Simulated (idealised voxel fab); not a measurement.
The process module that follows is named voxel spacer lines.
Pictured: cross-section cut, 175 nm wide, on a grid of 5 nm square cells.
Square cells in a grid make up a cross-section in this document, and the grid is given as bands, listed from the top down, each one or more rows of cells.
This entry defines a band. It first specifies the height of the band's top and the height of its bottom in nm, and then specifies the band's materials from left to right, stating each material with its width in nm. The word "throughout" identifies a single material that fills the band from edge to edge, while the word "blank" identifies empty space.
Heights are expressed relative to 0, this being the level below which the as-received wafer comprises one material exclusively. The lowest band is unbounded in the downward direction and is denoted as in "0..down".
Per-row width for "30..40": begins at first number (top row of band), ends at second number (bottom row), increment between rows held constant.
What does "nothing different" mean for a step? It means no cell of the cross-section changed in that step.
"Enclosed void entries" - sealed voids, min. 8 cells, no opening to top; format: width x height at distance (distance from left edge; nm throughout).
On each step's line, the part that comes after the settings is the simulator's own comment on the step.
You can add "overlay nm" to a step's line. For a step with a mask, it describes how far the mask lay to the right of its planned position, and a negative number describes a lay to the left.

### Listed below are the process steps as planned
step 1: RECEIVE [material Si]
step 2: CONFORMAL_DEP [material Al2O3] [thk nm 10]
step 3: DIRECTIONAL_DEP [material TiN] [thk nm 10]
step 4: DIRECTIONAL_DEP [material aC] [thk nm 30]
step 5: PATTERN [tone cover] [mask id MANDREL] [material resist] [width nm 20] [pitch nm 60] [thk nm 40] [overlay nm 0]
step 6: DIRECTIONAL_ETCH [etch materials aC] [depth nm 30]
step 7: STRIP [etch materials resist]
step 8: CONFORMAL_DEP [material SiN] [thk nm 10]
step 9: DIRECTIONAL_ETCH [etch materials SiN] [depth nm 10]
step 10: STRIP [etch materials aC]
step 11: DIRECTIONAL_ETCH [etch materials TiN] [depth nm 10]
step 12: STRIP [etch materials SiN]

### Wafer, first of two, run as planned

### As-received wafer cross-section (after step 1)
0..down  Si throughout
Enclosed void entries: none

### Step 2 complete: cross-section through the wafer
10..0  Al2O3 throughout
Anything lower than 0 is untouched.

### Step 3 complete: cross-section through the wafer
20..10  TiN throughout
Anything lower than 10 is untouched.

### Step 4 complete: cross-section through the wafer
50..20  aC throughout
Anything lower than 20 is untouched.

### Step 5 complete: cross-section through the wafer
90..50  blank=45; resist=20; blank=40; resist=20; blank=50
Anything lower than 50 is untouched.

### Step 6 complete: cross-section through the wafer
60..50  blank=45; resist=20; blank=40; resist=20; blank=50
50..20  blank=45; aC=20; blank=40; aC=20; blank=50
Anything lower than 20 is untouched.

### Step 7 complete: cross-section through the wafer
50..20  blank=45; aC=20; blank=40; aC=20; blank=50
Anything lower than 20 is untouched.

### Step 8 complete: cross-section through the wafer
60..50  blank=35; SiN=40; blank=20; SiN=40; blank=40
50..30  blank=35; SiN=10; aC=20; SiN=10; blank=20; SiN=10; aC=20; SiN=10; blank=40
30..20  SiN=45; aC=20; SiN=40; aC=20; SiN=50
Anything lower than 20 is untouched.

### Step 9 complete: cross-section through the wafer
50..20  blank=35; SiN=10; aC=20; SiN=10; blank=20; SiN=10; aC=20; SiN=10; blank=40
Anything lower than 20 is untouched.

### Step 10 complete: cross-section through the wafer
50..20  blank=35; SiN=10; blank=20; SiN=10; blank=20; SiN=10; blank=20; SiN=10; blank=40
Anything lower than 20 is untouched.

### Step 11 complete: cross-section through the wafer
50..20  blank=35; SiN=10; blank=20; SiN=10; blank=20; SiN=10; blank=20; SiN=10; blank=40
20..10  blank=35; TiN=10; blank=20; TiN=10; blank=20; TiN=10; blank=20; TiN=10; blank=40
Anything lower than 10 is untouched.

### Step 12 complete: cross-section through the wafer
20..10  blank=35; TiN=10; blank=20; TiN=10; blank=20; TiN=10; blank=20; TiN=10; blank=40
Anything lower than 10 is untouched.

### Notes, second wafer: start = first wafer's, plan = first wafer's, execution had one mistake; history identical to first through step 7

### Second wafer cross-section, taken as of the time the plan sets for step 8 to be done
60..50  blank=35; TiN=40; blank=20; TiN=40; blank=40
50..30  blank=35; TiN=10; aC=20; TiN=10; blank=20; TiN=10; aC=20; TiN=10; blank=40
30..20  TiN=45; aC=20; TiN=40; aC=20; TiN=50
Anything lower than 20 is untouched.

Second wafer cross-section, taken as of the time the plan sets for step 9 to be done: nothing different

Second wafer cross-section, taken as of the time the plan sets for step 10 to be done: nothing different

### Second wafer cross-section, taken as of the time the plan sets for step 11 to be done
50..20  blank=35; TiN=10; aC=20; TiN=10; blank=20; TiN=10; aC=20; TiN=10; blank=40
Anything lower than 20 is untouched.

Second wafer cross-section, taken as of the time the plan sets for step 12 to be done: nothing different
Plan not followed: so step 8 ended up running with a different setting than we planned, it ran as CONFORMAL_DEP [material TiN] [thk nm 10]
FYI, end of process, the second wafer has more or fewer cells of some materials than the first: 102 more of TiN | 48 more of aC
